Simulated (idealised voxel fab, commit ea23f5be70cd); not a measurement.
process module | voxel ribs on slabs
cross-section cut | 275 nm wide | cells 5 nm
A cross-section is a grid of square cells, given in bands from the top down. A band is one or more rows of cells.
Each band's line starts with the height of the band's top and of its bottom, in nm. Then come its materials from left to right, each with its width in nm. One material with "throughout" fills the band from edge to edge. "air" is empty space.
Height 0 is the level under which the wafer as received is all one material. The lowest band goes on downwards, as in "0 down".
A width such as "30 to 40" changes by the same amount from each row of cells to the next, from the band's top row to its bottom row.
"no change" after a step means that no cell of the cross-section changed.
closed voids: empty space of 8 cells or more with no open way to the top, each as width x height at its distance from the left edge, in nm
after a step's settings: what the simulator itself notes on the step
overlay nm, on a step with a mask: how far to the right of its planned place the mask lay; to the left if negative
plan
1 op RECEIVE | material Si
2 op DIRECTIONAL_DEP | material SiO2 | thk nm 20
3 op DIRECTIONAL_DEP | material SiN | thk nm 20
4 op MASKED_ETCH | tone cover | mask id RIB | width nm 25 | etch materials SiN | depth nm 10 | overlay nm 0
5 op MASKED_ETCH | tone cover | mask id SLAB | width nm 55 | etch materials SiN | depth nm 10 | overlay nm 0
6 op FILL_DEP | material SiO2 | thk nm 25
7 op CMP | height nm 60
8 op DIRECTIONAL_DEP | material TiN | thk nm 5
9 op PATTERN | tone cover | mask id HEATER | material resist | width nm 35 | thk nm 20 | overlay nm 0
10 op DIRECTIONAL_ETCH | etch materials TiN | depth nm 5
11 op STRIP | etch materials resist
12 op CONFORMAL_DEP | material SiN | thk nm 10
first wafer, as planned
as received, after step 1
  0 down: Si throughout
  closed voids: none
after step 2
  20 to 0: SiO2 throughout
  below 0: unchanged
after step 3
  40 to 20: SiN throughout
  below 20: unchanged
after step 4
  40 to 30: air 125 | SiN 25 | air 125
  below 30: unchanged
after step 5
  40 to 30: air 125 | SiN 25 | air 125
  30 to 20: air 110 | SiN 55 | air 110
  below 20: unchanged
after step 6
  65 to 40: SiO2 throughout
  40 to 30: SiO2 125 | SiN 25 | SiO2 125
  30 to 20: SiO2 110 | SiN 55 | SiO2 110
  below 20: unchanged
after step 7
  60 to 40: SiO2 throughout
  below 40: unchanged
after step 8
  65 to 60: TiN throughout
  below 60: unchanged
after step 9
  85 to 65: air 120 | resist 35 | air 120
  below 65: unchanged
after step 10
  85 to 65: air 120 | resist 35 | air 120
  65 to 60: air 120 | TiN 35 | air 120
  below 60: unchanged
after step 11
  65 to 60: air 120 | TiN 35 | air 120
  below 60: unchanged
after step 12
  75 to 70: air 110 | SiN 55 | air 110
  70 to 65: SiN throughout
  65 to 60: SiN 120 | TiN 35 | SiN 120
  below 60: unchanged
second wafer: like start, like plan, one mistake. Through step 8 it matches the first wafer
when step 9 should have ended
  85 to 65: resist 120 | air 35 | resist 120
  below 65: unchanged
when step 10 should have ended
  85 to 65: resist 120 | air 35 | resist 120
  65 to 60: TiN 120 | air 35 | TiN 120
  below 60: unchanged
when step 11 should have ended
  65 to 60: TiN 120 | air 35 | TiN 120
  below 60: unchanged
when step 12 should have ended
  75 to 70: SiN 130 | air 15 | SiN 130
  70 to 65: SiN throughout
  65 to 60: TiN 120 | SiN 35 | TiN 120
  below 60: unchanged
what went wrong: step 9 ran as: op PATTERN | tone open | mask id HEATER | material resist | width nm 35 | thk nm 20 | overlay nm 0
at the end the second wafer has, in cells: 41 more of TiN
